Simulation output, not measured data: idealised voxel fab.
voxel gate over fins: a process module
Section cut is 280 nm wide and gridded with 5 nm square cells.
A cross-section in this document is a grid of square cells, and it is written down as bands, the top band listed before the ones below it; a band is made up of one or more rows of cells.
First you get the band's top height and its bottom height, in nm, and then the materials it's made of, left to right, with each width in nm. If you see a single material with "full width", that one covers the band edge to edge. "empty" is empty space.
Note: height 0 marks the level under which the wafer is uniformly one material as received. Lowest band unbounded below, written "0 down".
Read "30 to 40" as a graded width: first number on top, second number at the bottom, same change between each pair of neighbouring rows.
When a step is marked "remained the same", none of the cells in the cross-section changed during that step.
"Fully closed voids": sealed empty spaces, 8 cells or more, no open way to top, listed width x height at distance, with distance from the left edge and width, height and distance in nm.
Formally, on a step line, whatever follows the settings is a remark that the simulator itself makes on the step.
A step line may carry the setting "overlay nm", which, for steps involving a mask, states the distance by which the mask lay to the right of its intended position; negative values denote displacement to the left.
**These are the steps we planned for the process**
1 RECEIVE,material Si
2 CONFORMAL_DEP,material SiN,thk nm 5
3 DIRECTIONAL_DEP,material aC,thk nm 10
4 PATTERN,tone cover,mask id FINS,material resist,width nm 15,pitch nm 45,thk nm 25,overlay nm 0
5 DIRECTIONAL_ETCH,etch materials aC,depth nm 10
6 STRIP,etch materials resist
7 DIRECTIONAL_ETCH,etch materials SiN,depth nm 5
8 DIRECTIONAL_ETCH,etch materials Si,depth nm 30
9 STRIP,etch materials aC
10 FILL_DEP,material SiO2,thk nm 10
11 CMP,height nm 5
12 SELECTIVE_ETCH,etch materials SiO2,depth nm 20
13 STRIP,etch materials SiN
14 CONFORMAL_DEP,material HfO2,thk nm 5
15 CONFORMAL_DEP,material TiN,thk nm 5
16 CONFORMAL_DEP,material TiAl,thk nm 5
17 CONFORMAL_DEP,material TiN,thk nm 5
18 FILL_DEP,material W,thk nm 10
19 CMP,height nm 25
20 CONFORMAL_DEP,material SiCN,thk nm 10
**This is the cross-section of the wafer as we received it, i.e. after step 1**
0 down = Si full width
Fully closed voids: none
**End state of the module in cross-section, given the above starting point and plan and one mistake in execution**
40 to 25 = SiCN full width
25 to 20 = W full width
20 to 15 = W=45; TiN=190; W=45
15 to 10 = W=45; TiN=5; TiAl=180; TiN=5; W=45
10 to 5 = W=45; TiN=5; TiAl=5; TiN=35; TiAl=10; TiN=35; TiAl=10; TiN=35; TiAl=10; TiN=35; TiAl=5; TiN=5; W=45
5 to 0 = TiN=50; TiAl=5; TiN=5; HfO2=25; TiN=5; TiAl=10; TiN=5; HfO2=25; TiN=5; TiAl=10; TiN=5; HfO2=25; TiN=5; TiAl=10; TiN=5; HfO2=25; TiN=5; TiAl=5; TiN=50
0 to -5 = TiAl=55; TiN=5; HfO2=5; Si=15; HfO2=5; TiN=5; TiAl=10; TiN=5; HfO2=5; Si=15; HfO2=5; TiN=5; TiAl=10; TiN=5; HfO2=5; Si=15; HfO2=5; TiN=5; TiAl=10; TiN=5; HfO2=5; Si=15; HfO2=5; TiN=5; TiAl=55
-5 to -10 = TiN=60; HfO2=5; Si=15; HfO2=5; TiN=20; HfO2=5; Si=15; HfO2=5; TiN=20; HfO2=5; Si=15; HfO2=5; TiN=20; HfO2=5; Si=15; HfO2=5; TiN=60
-10 to -15 = HfO2=65; Si=15; HfO2=30; Si=15; HfO2=30; Si=15; HfO2=30; Si=15; HfO2=65
-15 to -30 = SiO2=65; Si=15; SiO2=30; Si=15; SiO2=30; Si=15; SiO2=30; Si=15; SiO2=65
-30 down = Si full width
Fully closed voids: none
So what did we get wrong on this run? note that step 20 departed from the planned setting and was carried out as CONFORMAL_DEP,material SiCN,thk nm 15
